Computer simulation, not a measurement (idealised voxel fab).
The following is a process module called voxel lift off.
Each square cell in cross-section cut measures 5 nm, and the section as a whole is 295 nm wide.
Format of a cross-section: grid, square cells. Given as bands. Order: top down. Band: one or more rows of cells. Look at the band entry: it leads with the top's height and the bottom's height in nm. Then it lists the materials left to right, with a width in nm for each. The word "edge to edge" on a single material says that material fills the band edge to edge. The word "blank" is empty space. The level at which height equals 0 is the one under which the wafer, as it arrives, is entirely one material. No lower edge exists for the bottom band, which continues downward and is notated as in "0 and below". The width entry "30 to 40" should be interpreted row by row: the top row of cells in the band takes the first number, the bottom row takes the second number, and the change between adjacent rows is uniform throughout. "same as before" means the step left every cell of the cross-section as it was. Any empty space of 8 cells or more lacking an open way to the top shows up in "Listed closed voids" as width x height at distance, distance from the left edge, in nm. Text after the settings on a step's line: the simulator's own remark on that step. overlay nm: mask right of planned place by this much (step with mask). Neg. = left.

The following list gives the planned process steps
1) op RECEIVE | material Si
2) op CONFORMAL_DEP | material SiO2 | thk nm 15
3) op PATTERN | tone open | mask id LINES | material resist | width nm 15 | pitch nm 35 | thk nm 25 | overlay nm 0
4) op DIRECTIONAL_DEP | material Ru | thk nm 15
5) op STRIP | etch materials resist
6) op CONFORMAL_DEP | material SiN | thk nm 5

Delivered wafer in cross-section: state after step 1
  0 and below  Si edge to edge
  Listed closed voids: none

First of two wafers: cross-section at end of module, run per plan
  35 down to 30  blank 80 / SiN 25 / blank 10 / SiN 25 / blank 10 / SiN 25 / blank 10 / SiN 25 / blank 85
  30 down to 20  blank 80 / SiN 5 / Ru 15 / SiN 5 / blank 10 / SiN 5 / Ru 15 / SiN 5 / blank 10 / SiN 5 / Ru 15 / SiN 5 / blank 10 / SiN 5 / Ru 15 / SiN 5 / blank 85
  20 down to 15  SiN 85 / Ru 15 / SiN 20 / Ru 15 / SiN 20 / Ru 15 / SiN 20 / Ru 15 / SiN 90
  15 down to 0  SiO2 edge to edge
  0 and below  Si edge to edge
  Listed closed voids: none

Wafer two cross-section, module end. Start and plan unchanged from wafer one; one mistake made during the run
  35 down to 30  SiN 90 / blank 5 / SiN 30 / blank 5 / SiN 30 / blank 5 / SiN 30 / blank 5 / SiN 95
  30 down to 20  Ru 85 / SiN 5 / blank 5 / SiN 5 / Ru 20 / SiN 5 / blank 5 / SiN 5 / Ru 20 / SiN 5 / blank 5 / SiN 5 / Ru 20 / SiN 5 / blank 5 / SiN 5 / Ru 90
  20 down to 15  Ru 85 / SiN 15 / Ru 20 / SiN 15 / Ru 20 / SiN 15 / Ru 20 / SiN 15 / Ru 90
  15 down to 0  SiO2 edge to edge
  0 and below  Si edge to edge
  Listed closed voids: none
Deviation noted in wafer processing: step 3 deviated from plan and actually ran as op PATTERN | tone cover | mask id LINES | material resist | width nm 15 | pitch nm 35 | thk nm 25 | overlay nm 0
Once processing is complete, comparing cell counts shows that the second wafer has more or fewer of certain materials than the first: Ru +105
